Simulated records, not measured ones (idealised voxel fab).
Process module under the name voxel self aligned contacts
The cross-section shown here is cut; it is 280 nm wide and divided into square cells measuring 5 nm on a side.
Square cells in a grid make up a cross-section in this document, and the grid is given as bands, listed from the top down, each one or more rows of cells. Top height, bottom height, nm. Materials left to right, width each, nm. Single material + "edge to edge" = fills band edge to edge. "blank" = empty. Zero point of the height axis is 0; under it, received wafer = one material. Lowest band: continues down indefinitely, "0 -> down". With a width like "30..40", each row of cells in the band differs from the next by the same amount, the top row carrying the first number and the bottom row the second. Where the words "no alteration" appear for a step, the cross-section shows no cell changed by that step; every cell remained as before. For the entry "Closed internal cavities", the listed items are empty spaces with no open way to the top whose size is 8 cells or more; each item follows the pattern width x height at distance, where distance is from the left edge and all three are in nm. Note: text after step settings on the step line = simulator remark on that step. Regarding "overlay nm": on a step with a mask, it is the distance the mask lay to the right of its planned place; a negative value places it to the left.

Set out below are the planned steps of the process
1,RECEIVE [material Si]
2,CONFORMAL_DEP [material SiO2] [thk nm 5]
3,DIRECTIONAL_DEP [material polySi] [thk nm 30]
4,DIRECTIONAL_DEP [material SiN] [thk nm 15]
5,DIRECTIONAL_DEP [material aC] [thk nm 5]
6,PATTERN [tone cover] [mask id GATE] [material resist] [width nm 30] [pitch nm 60] [thk nm 25] [overlay nm 0]
7,DIRECTIONAL_ETCH [etch materials aC] [depth nm 10]
8,STRIP [etch materials resist]
9,DIRECTIONAL_ETCH [etch materials SiN] [depth nm 15]
10,DIRECTIONAL_ETCH [etch materials polySi] [depth nm 30]
11,STRIP [etch materials aC]
12,CONFORMAL_DEP [material SiN] [thk nm 5]
13,DIRECTIONAL_ETCH [etch materials SiN] [depth nm 5]
14,FILL_DEP [material SiO2] [thk nm 15]
15,CMP [height nm 60]
16,MASKED_ETCH [tone open] [mask id CONTACT] [width nm 40] [etch materials SiO2] [depth nm 60] [overlay nm 0]
17,CONFORMAL_DEP [material TiN] [thk nm 5]
18,FILL_DEP [material W] [thk nm 10]
19,CMP [height nm 60]
20,CONFORMAL_DEP [material SiCN] [thk nm 5]
All wafers enter the flow in the same state. The thk nm at step 5 differs from wafer to wafer, and the plan gives the value for the first wafer.

Step 1 complete: as-received cross-section of the first of several wafers
> 0 -> down = Si edge to edge
> Closed internal cavities: none

Cross-section of the first of several wafers, taken after step 20, where the module ends
> 65 -> 60 = SiCN edge to edge
> 60 -> 50 = 120 SiO2, 5..15 TiN, 30..10 W, 5..15 TiN, 120 SiO2
> 50 -> 35 = 90 SiO2, 40 SiN, 5 TiN, 10 W, 5 TiN, 40 SiN, 90 SiO2
> 35 -> 5 = 90 SiO2, 5 SiN, 30 polySi, 5 SiN, 5 TiN, 10 W, 5 TiN, 5 SiN, 30 polySi, 5 SiN, 90 SiO2
> 5 -> 0 = 130 SiO2, 20 TiN, 130 SiO2
> 0 -> down = Si edge to edge
> Closed internal cavities: none

Sectional view of the last wafer upon completion of the module
> 65 -> 60 = SiCN edge to edge
> 60 -> 55 = 120 SiO2, 5 TiN, 30 W, 5 TiN, 120 SiO2
> 55 -> 50 = 120 SiO2, 40 TiN, 120 SiO2
> 50 -> 35 = SiN edge to edge
> 35 -> 5 = polySi edge to edge
> 5 -> 0 = SiO2 edge to edge
> 0 -> down = Si edge to edge
> Closed internal cavities: none

Below, a row for every wafer. Read it as the end-of-module picture: for each material the wafer shows its cells gained (+) or lost (-) since it was received, and then its closed voids
thk nm 5; +56 SiCN; +72 SiN; +472 SiO2; +30 TiN; +26 W; +72 polySi; Closed internal cavities: none
thk nm 10; +56 SiCN; +72 SiN; +472 SiO2; +30 TiN; +26 W; +72 polySi; Closed internal cavities: none
thk nm 15; +56 SiCN; +168 SiN; +152 SiO2; +10 TiN; +6 W; +336 polySi; Closed internal cavities: none
thk nm 20; +56 SiCN; +168 SiN; +152 SiO2; +10 TiN; +6 W; +336 polySi; Closed internal cavities: none
thk nm 25; +56 SiCN; +168 SiN; +152 SiO2; +10 TiN; +6 W; +336 polySi; Closed internal cavities: none
